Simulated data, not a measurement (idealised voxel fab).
The name of this process module is voxel trench capacitor.
For reference, the cross-section in this document is cut, with width 140 nm and square cells of 5 nm.
The cross-sections in this document take the form of a grid made of square cells. They are written out as bands, in order from top to bottom. Each band consists of one or more rows of cells.
In this notation a band is specified by the heights of its top and bottom, in that order and in nm, after which its materials appear from left to right, each paired with its width in nm. The word "everywhere" attached to a single material means that material fills the band from edge to edge; the word "blank" stands for empty space.
For the purposes of this specification, 0 denotes the height below which the wafer in its as-received condition is composed wholly of one material, and the lowermost band, lacking a lower limit, extends downward without end, as expressed in "0..down".
Width "30 to 40": first value at the band's top row of cells, second value at its bottom row, equal change from row to row.
Given "nothing got changed" for a step, no cell of the cross-section differs between before and after that step.
"Unvented internal voids" specifies each empty space that is not open to the top and that occupies no fewer than 8 cells, using the form width x height at distance, the distance measured from the left edge and all three quantities in nm.
Heads up: the bit after the settings on a step's line is the simulator's remark on that step.
overlay nm: how far to the right of its planned place the mask lay on this masked step (negative: to the left).
-- Process steps foreseen in the plan
1. RECEIVE [material Si]
2. CONFORMAL_DEP [material SiN] [thk nm 10]
3. PATTERN [tone open] [mask id TRENCH] [material resist] [width nm 30] [pitch nm 55] [thk nm 20] [overlay nm 0]
4. DIRECTIONAL_ETCH [etch materials SiN] [depth nm 10]
5. DIRECTIONAL_ETCH [etch materials Si] [depth nm 35]
6. STRIP [etch materials resist]
7. CONFORMAL_DEP [material HfO2] [thk nm 5]
8. CONFORMAL_DEP [material TiN] [thk nm 5]
9. FILL_DEP [material W] [thk nm 10]
10. CMP [height nm 10]
-- as received, after step 1
    0..down | Si everywhere
    Unvented internal voids: none
-- What the wafer looks like in cross-section after this module, when it starts as shown above and follows the plan above but one mistake is made in running it
    10..0 | SiN 25; TiN 5; HfO2 5; W 10; HfO2 5; TiN 5; SiN 25; TiN 5; HfO2 5; W 10; HfO2 5; TiN 5; SiN 30
    0..-25 | Si 25; TiN 5; HfO2 5; W 10; HfO2 5; TiN 5; Si 25; TiN 5; HfO2 5; W 10; HfO2 5; TiN 5; Si 30
    -25..-30 | Si 25; TiN 5; HfO2 20; TiN 5; Si 25; TiN 5; HfO2 20; TiN 5; Si 30
    -30..-35 | Si 25; TiN 30; Si 25; TiN 30; Si 30
    -35..down | Si everywhere
    Unvented internal voids: none
What went wrong in running the wafer? steps 7 and 8 of the plan were each performed in the slot designated for the other
